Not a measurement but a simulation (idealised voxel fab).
process module | voxel plated lines
The width of the displayed cross-section, cut, is 210 nm; its cells are square, with a size of 5 nm.
Square cells in a grid make up a cross-section in this document, and the grid is given as bands, listed from the top down, each one or more rows of cells. Within each band entry, the heights of the top and of the bottom of the band appear first, in that order and in nm; the materials of the band then follow from left to right, each with its corresponding width in nm. The designation "full width" on a single material indicates that it fills the band from edge to edge; the designation "blank" indicates empty space. Zero point of the height axis is 0; under it, received wafer = one material. Lowest band: continues down indefinitely, "0..down". The expression "30..40" gives the width at the extremes of the band, the first number at its top row of cells and the second at its bottom row, with the width changing by equal amounts from each row to the next in between. "same as before", as given for a step, is the statement that not any cell of the cross-section underwent a change during that step. Empty spaces counting at least 8 cells and having no open way to the top are listed in "Enclosed cavities". The notation width x height at distance is used for each, the distance being from the left edge and all three values in nm. after a step's settings: what the simulator itself notes on the step. "overlay nm" answers the question of how far to the right of plan the mask lay on a step that has a mask, and when it is negative the answer is to the left.

-- Planned process steps
- 1: RECEIVE with material Si
- 2: CONFORMAL_DEP with material Al2O3, thk nm 10
- 3: DIRECTIONAL_DEP with material TiN, thk nm 5
- 4: PATTERN with tone open, mask id LINES, material resist, width nm 25, pitch nm 40, thk nm 40, overlay nm 0
- 5: EPI with material Ru, thk nm 10
- 6: EPI with material Ru, thk nm 10
- 7: EPI with material Ru, thk nm 10
- 8: STRIP with etch materials resist
- 9: DIRECTIONAL_ETCH with etch materials TiN, depth nm 5
- 10: CONFORMAL_DEP with material SiN, thk nm 5
Every wafer here starts from the same state; it is the step 10 thk nm that distinguishes them, and the value the plan gives belongs to the first wafer.

-- Cut through the first of several wafers as received, post step 1
	0..down  Si full width
	Enclosed cavities: none

-- Module end state after final step 10: cross-section of the first of several wafers
	50..45  65 nm blank | 35 nm SiN | 5 nm blank | 35 nm SiN | 70 nm blank
	45..15  65 nm blank | 5 nm SiN | 25 nm Ru | 5 nm SiN | 5 nm blank | 5 nm SiN | 25 nm Ru | 5 nm SiN | 70 nm blank
	15..10  70 nm SiN | 25 nm TiN | 15 nm SiN | 25 nm TiN | 75 nm SiN
	10..0  Al2O3 full width
	0..down  Si full width
	Enclosed cavities: none

-- The last wafer as seen in cross-section at the end of the module
	70..45  45 nm blank | 115 nm SiN | 50 nm blank
	45..35  45 nm blank | 25 nm SiN | 25 nm Ru | 15 nm SiN | 25 nm Ru | 25 nm SiN | 50 nm blank
	35..15  70 nm SiN | 25 nm Ru | 15 nm SiN | 25 nm Ru | 75 nm SiN
	15..10  70 nm SiN | 25 nm TiN | 15 nm SiN | 25 nm TiN | 75 nm SiN
	10..0  Al2O3 full width
	0..down  Si full width
	Enclosed cavities: none

-- What follows is a table in which each wafer occupies a row; for the wafer as it stands at the close of the module, the row states, material by material, how many cells have been gained (+) or lost (-) since receipt, and then gives its closed voids
thk nm 5; +84 Al2O3; +60 Ru; +70 SiN; +10 TiN; Enclosed cavities: none
thk nm 10; +84 Al2O3; +60 Ru; +133 SiN; +10 TiN; Enclosed cavities: none
thk nm 15; +84 Al2O3; +60 Ru; +189 SiN; +10 TiN; Enclosed cavities: none
thk nm 20; +84 Al2O3; +60 Ru; +245 SiN; +10 TiN; Enclosed cavities: none
thk nm 25; +84 Al2O3; +60 Ru; +301 SiN; +10 TiN; Enclosed cavities: none
